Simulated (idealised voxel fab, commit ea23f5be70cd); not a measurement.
voxel plated lines: a process module
Cross-sectional view cut (width: 195 nm; square cell size: 5 nm).
Cross-section, as written here: a square-cell grid given band by band from the top down, where a band holds one or more rows of cells.
Read a band's entry like this: the first values are the height of its top and the height of its bottom in nm, and what follows is the sequence of materials from left to right, each with its width in nm. Note that "empty" is empty space, and that a single material marked "throughout" reaches across the band from edge to edge.
We count height from 0. Below that, the starting wafer is all one material. The lowest band never ends at the bottom but goes on down; see "z 0 and below" for how that is written.
A width such as "30..40" changes by the same amount from each row of cells to the next, from the band's top row to its bottom row.
What does "everything unchanged" mean for a step? It means no cell of the cross-section changed in that step.
"Closed void register": empty spaces of 8 cells or more with no open way to the top, each given as width x height at distance, distance from the left edge, all in nm.
Step line, after settings: the simulator's comment on this step.
Each step line may optionally specify "overlay nm", which for a step with a mask gives the rightward distance between the mask's planned place and where it lay, a negative value indicating the leftward direction.

So here's the lineup of process steps we planned:
1,RECEIVE,material Si
2,CONFORMAL_DEP,material SiN,thk nm 10
3,DIRECTIONAL_DEP,material TiN,thk nm 5
4,PATTERN,tone open,mask id LINES,material resist,width nm 15,pitch nm 35,thk nm 35,overlay nm 0
5,EPI,material Ru,thk nm 10
6,EPI,material Ru,thk nm 5
7,EPI,material Ru,thk nm 10
8,STRIP,etch materials resist
9,DIRECTIONAL_ETCH,etch materials TiN,depth nm 5
10,CONFORMAL_DEP,material SiCN,thk nm 5

The first of the two wafers, which ran as planned:

As-received state of the wafer in cross-section, equivalent to post-step 1:
- z 0 and below = Si throughout
- Closed void register: none

So this is the wafer cross-section right after step 2:
- z 10 to 0 = SiN throughout
- Beneath the level 0, the cross-section is identical to its previous state.

So this is the wafer cross-section right after step 3:
- z 15 to 10 = TiN throughout
- Beneath the level 10, the cross-section is identical to its previous state.

So this is the wafer cross-section right after step 4:
- z 50 to 15 = 70 resist  15 empty  20 resist  15 empty  75 resist
- Beneath the level 15, the cross-section is identical to its previous state.

So this is the wafer cross-section right after step 5:
- z 50 to 25 = 70 resist  15 empty  20 resist  15 empty  75 resist
- z 25 to 15 = 70 resist  15 Ru  20 resist  15 Ru  75 resist
- Beneath the level 15, the cross-section is identical to its previous state.

So this is the wafer cross-section right after step 6:
- z 50 to 30 = 70 resist  15 empty  20 resist  15 empty  75 resist
- z 30 to 15 = 70 resist  15 Ru  20 resist  15 Ru  75 resist
- Beneath the level 15, the cross-section is identical to its previous state.

So this is the wafer cross-section right after step 7:
- z 50 to 40 = 70 resist  15 empty  20 resist  15 empty  75 resist
- z 40 to 15 = 70 resist  15 Ru  20 resist  15 Ru  75 resist
- Beneath the level 15, the cross-section is identical to its previous state.

So this is the wafer cross-section right after step 8:
- z 40 to 15 = 70 empty  15 Ru  20 empty  15 Ru  75 empty
- Beneath the level 15, the cross-section is identical to its previous state.

So this is the wafer cross-section right after step 9:
- z 40 to 15 = 70 empty  15 Ru  20 empty  15 Ru  75 empty
- z 15 to 10 = 70 empty  15 TiN  20 empty  15 TiN  75 empty
- Beneath the level 10, the cross-section is identical to its previous state.

So this is the wafer cross-section right after step 10:
- z 45 to 40 = 65 empty  25 SiCN  10 empty  25 SiCN  70 empty
- z 40 to 15 = 65 empty  5 SiCN  15 Ru  5 SiCN  10 empty  5 SiCN  15 Ru  5 SiCN  70 empty
- z 15 to 10 = 70 SiCN  15 TiN  20 SiCN  15 TiN  75 SiCN
- Beneath the level 10, the cross-section is identical to its previous state.

Notes, second wafer: start = first wafer's, plan = first wafer's, execution had one mistake; history identical to first through step 6:

Second wafer, cut view, end of step 7 per plan:
- z 30 to 15 = 70 empty  15 Ru  20 empty  15 Ru  75 empty
- Beneath the level 15, the cross-section is identical to its previous state.

Second wafer, cut view, end of step 8 per plan:
- z 40 to 25 = 60 empty  70 Ru  65 empty
- z 25 to 15 = Ru throughout
- Beneath the level 15, the cross-section is identical to its previous state.

Second wafer, cut view, end of step 9 per plan: everything unchanged

Second wafer, cut view, end of step 10 per plan:
- z 45 to 40 = 55 empty  80 SiCN  60 empty
- z 40 to 30 = 55 empty  5 SiCN  70 Ru  5 SiCN  60 empty
- z 30 to 25 = 60 SiCN  70 Ru  65 SiCN
- Beneath the level 25, the cross-section is identical to its previous state.
Against the plan, the run slipped here: contrary to the plan, steps 7 and 8 were processed in exchanged order
The closing comparison, in cells, has the second wafer with more or fewer of some materials than the first: Ru: 90 more; SiCN: 18 fewer; TiN: 33 more
